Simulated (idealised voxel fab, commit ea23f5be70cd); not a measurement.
process module | voxel ribs on slabs
cross-section cut | 255 nm wide | cells 5 nm
A cross-section is a grid of square cells, given in bands from the top down. A band is one or more rows of cells.
Each band's line starts with the height of the band's top and of its bottom, in nm. Then come its materials from left to right, each with its width in nm. One material with "throughout" fills the band from edge to edge. "air" is empty space.
Height 0 is the level under which the wafer as received is all one material. The lowest band goes on downwards, as in "0 down".
A width such as "30 to 40" changes by the same amount from each row of cells to the next, from the band's top row to its bottom row.
"no change" after a step means that no cell of the cross-section changed.
closed voids: empty space of 8 cells or more with no open way to the top, each as width x height at its distance from the left edge, in nm
after a step's settings: what the simulator itself notes on the step
overlay nm, on a step with a mask: how far to the right of its planned place the mask lay; to the left if negative
plan
1 op RECEIVE | material Si
2 op DIRECTIONAL_DEP | material SiO2 | thk nm 30
3 op DIRECTIONAL_DEP | material SiN | thk nm 15
4 op MASKED_ETCH | tone cover | mask id RIB | width nm 20 | etch materials SiN | depth nm 5 | overlay nm 0
5 op PATTERN | tone cover | mask id SLAB | material resist | width nm 70 | thk nm 20 | overlay nm 0
6 op DIRECTIONAL_ETCH | etch materials SiN | depth nm 10
7 op STRIP | etch materials resist
8 op FILL_DEP | material SiO2 | thk nm 25
9 op CMP | height nm 60
10 op DIRECTIONAL_DEP | material W | thk nm 10
11 op DIRECTIONAL_DEP | material aC | thk nm 15
12 op PATTERN | tone cover | mask id HEATER | material resist | width nm 30 | thk nm 35 | overlay nm 0
13 op DIRECTIONAL_ETCH | etch materials aC | depth nm 15
14 op STRIP | etch materials resist
15 op DIRECTIONAL_ETCH | etch materials W | depth nm 10
16 op STRIP | etch materials aC
17 op CONFORMAL_DEP | material SiO2 | thk nm 5
first wafer, as planned
as received, after step 1
  0 down: Si throughout
  closed voids: none
after step 2
  30 to 0: SiO2 throughout
  below 0: unchanged
after step 3
  45 to 30: SiN throughout
  below 30: unchanged
after step 4
  45 to 40: air 115 | SiN 20 | air 120
  below 40: unchanged
after step 5
  65 to 45: air 90 | resist 70 | air 95
  45 to 40: air 90 | resist 25 | SiN 20 | resist 25 | air 95
  below 40: unchanged
after step 6
  65 to 45: air 90 | resist 70 | air 95
  45 to 40: air 90 | resist 25 | SiN 20 | resist 25 | air 95
  40 to 30: air 90 | SiN 70 | air 95
  below 30: unchanged
after step 7
  45 to 40: air 115 | SiN 20 | air 120
  below 40: unchanged
after step 8
  70 to 45: SiO2 throughout
  45 to 40: SiO2 115 | SiN 20 | SiO2 120
  40 to 30: SiO2 90 | SiN 70 | SiO2 95
  below 30: unchanged
after step 9
  60 to 45: SiO2 throughout
  below 45: unchanged
after step 10
  70 to 60: W throughout
  below 60: unchanged
after step 11
  85 to 70: aC throughout
  below 70: unchanged
after step 12
  120 to 85: air 110 | resist 30 | air 115
  below 85: unchanged
after step 13
  105 to 85: air 110 | resist 30 | air 115
  85 to 70: air 110 | aC 30 | air 115
  below 70: unchanged
after step 14
  85 to 70: air 110 | aC 30 | air 115
  below 70: unchanged
after step 15
  85 to 70: air 110 | aC 30 | air 115
  70 to 60: air 110 | W 30 | air 115
  below 60: unchanged
after step 16
  70 to 60: air 110 | W 30 | air 115
  below 60: unchanged
after step 17
  75 to 70: air 105 | SiO2 40 | air 110
  70 to 65: air 105 | SiO2 5 | W 30 | SiO2 5 | air 110
  65 to 60: SiO2 110 | W 30 | SiO2 115
  below 60: unchanged
second wafer: like start, like plan, one mistake. Through step 11 it matches the first wafer
when step 12 should have ended
  120 to 85: resist 110 | air 30 | resist 115
  below 85: unchanged
when step 13 should have ended
  105 to 85: resist 110 | air 30 | resist 115
  85 to 70: aC 110 | air 30 | aC 115
  below 70: unchanged
when step 14 should have ended
  85 to 70: aC 110 | air 30 | aC 115
  below 70: unchanged
when step 15 should have ended
  85 to 70: aC 110 | air 30 | aC 115
  70 to 60: W 110 | air 30 | W 115
  below 60: unchanged
when step 16 should have ended
  70 to 60: W 110 | air 30 | W 115
  below 60: unchanged
when step 17 should have ended
  75 to 70: SiO2 115 | air 20 | SiO2 120
  70 to 65: W 110 | SiO2 5 | air 20 | SiO2 5 | W 115
  65 to 60: W 110 | SiO2 30 | W 115
  below 60: unchanged
what went wrong: step 12 ran as: op PATTERN | tone open | mask id HEATER | material resist | width nm 30 | thk nm 35 | overlay nm 0
at the end the second wafer has, in cells: 78 more of W
